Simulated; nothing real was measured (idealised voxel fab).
Presented below is a process module, voxel gate over fins.
Cross-section cut: width 150 nm, square cells of 5 nm.
This document writes a cross-section as a grid whose cells are square, and gives it as bands, listed from the top down; one or more rows of cells form a band. Basically the band line says how high the top is and how high the bottom is, in nm, and then what's in it from left to right, every material with its width in nm. Empty space shows up as "empty", and if a single material carries "edge to edge" it runs the full band edge to edge. Basically, 0 is our baseline, since under it the wafer straight out of the box is all one material. The bottom band has no lower end and keeps on going down, so it looks like "0 down". So if you see something like "30->40" for the width, read it as the top row of the band sitting at the first number and the bottom row at the second, with every row in between moving by the same amount as the last. Given "nothing altered" for a step, no cell of the cross-section differs between before and after that step. "Fully sealed voids" enumerates empty spaces isolated from the top, with no open way to it, that contain at least 8 cells, giving each as width x height at distance from the left edge, all three in nm. Step line, after settings: the simulator's comment on this step. You can add "overlay nm" to a step's line. For a step with a mask, it describes how far the mask lay to the right of its planned position, and a negative number describes a lay to the left.
# Process steps (planned)
1: RECEIVE [material Si]
2: CONFORMAL_DEP [material SiN] [thk nm 5]
3: DIRECTIONAL_DEP [material aC] [thk nm 10]
4: PATTERN [tone cover] [mask id FINS] [material resist] [width nm 15] [pitch nm 40] [thk nm 25] [overlay nm 0]
5: DIRECTIONAL_ETCH [etch materials aC] [depth nm 10]
6: STRIP [etch materials resist]
7: DIRECTIONAL_ETCH [etch materials SiN] [depth nm 5]
8: DIRECTIONAL_ETCH [etch materials Si] [depth nm 30]
9: STRIP [etch materials aC]
10: FILL_DEP [material SiO2] [thk nm 10]
11: CMP [height nm 5]
12: SELECTIVE_ETCH [etch materials SiO2] [depth nm 15]
13: STRIP [etch materials SiN]
14: CONFORMAL_DEP [material HfO2] [thk nm 5]
15: CONFORMAL_DEP [material TiN] [thk nm 5]
16: FILL_DEP [material W] [thk nm 10]
17: CMP [height nm 15]
18: CONFORMAL_DEP [material SiN] [thk nm 5]
Keep in mind the plan's value for the width nm of step 4 comes from the first wafer; the wafers don't share that setting, but they do share the same starting point.
# First wafer of several, as received: cross-section after step 1
0 down = Si edge to edge
Fully sealed voids: none
# Table: wafers, a row each; end-of-module cell change per material since receipt, gain (+), loss (-); then closed voids
width nm 15; +38 HfO2; -144 Si; +30 SiN; +96 SiO2; +38 TiN; +62 W; Fully sealed voids: none
width nm 20; +38 HfO2; -132 Si; +30 SiN; +88 SiO2; +38 TiN; +58 W; Fully sealed voids: none
width nm 25; +38 HfO2; -120 Si; +30 SiN; +80 SiO2; +36 TiN; +56 W; Fully sealed voids: none
